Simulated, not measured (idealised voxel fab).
Process module name: voxel released beams
Square cell edge 5 nm, section width 205 nm, ID cut.
When this document writes out a cross-section, it uses a grid of square cells and lists it as bands, beginning at the top and moving down, with a band standing for one or more rows of cells. Each band's line starts with the height of the band's top and of its bottom, in nm. Then come its materials from left to right, each with its width in nm. One material with "all across" fills the band from edge to edge. "empty" is empty space. Heights from 0 (as-received wafer is one material below). Bottom band endless downward, as "0 -> down". Think of "30..40" as a width that walks from the first number to the second as you go down the band, top row to bottom row, taking equal-sized steps from row to row. A step reported as "identical to before" is a step in which no cell of the cross-section changed. Empty spaces counting at least 8 cells and having no open way to the top are listed in "Sealed-off cavities". The notation width x height at distance is used for each, the distance being from the left edge and all three values in nm. On a step's line, text after the settings is the simulator commenting on that step. You can add "overlay nm" to a step's line. For a step with a mask, it describes how far the mask lay to the right of its planned position, and a negative number describes a lay to the left.
Steps planned for the process
1,RECEIVE: material Si
2,CONFORMAL_DEP: material SiN, thk nm 10
3,DIRECTIONAL_DEP: material SiO2, thk nm 15
4,MASKED_ETCH: tone open, mask id ANCHOR, width nm 45, etch materials SiO2, depth nm 15, overlay nm 0
5,CONFORMAL_DEP: material TiN, thk nm 15
6,MASKED_ETCH: tone cover, mask id BEAM, width nm 95, etch materials TiN, depth nm 15, overlay nm 0
7,STRIP: etch materials SiO2
Cross-section of the wafer as it came to us, i.e., already through step 1
0 -> down | Si all across
Sealed-off cavities: none
End-of-module XS, first of two wafers, run as planned
40 -> 25 | empty (50) / TiN (20) / empty (15) / TiN (60) / empty (60)
25 -> 10 | empty (55) / TiN (45) / empty (105)
10 -> 0 | SiN all across
0 -> down | Si all across
Sealed-off cavities: none
Second wafer through the module, sectioned at the end: same beginning and same plan as the first wafer, with one mistake in carrying it out
25 -> 10 | empty (50) / TiN (95) / empty (60)
10 -> 0 | SiN all across
0 -> down | Si all across
Sealed-off cavities: none
Short version of what went wrong: step 3 was dropped from the plan's execution and never run
The final cell counts differ between the wafers, with the second having more or fewer of some materials than the first: TiN: 18 fewer
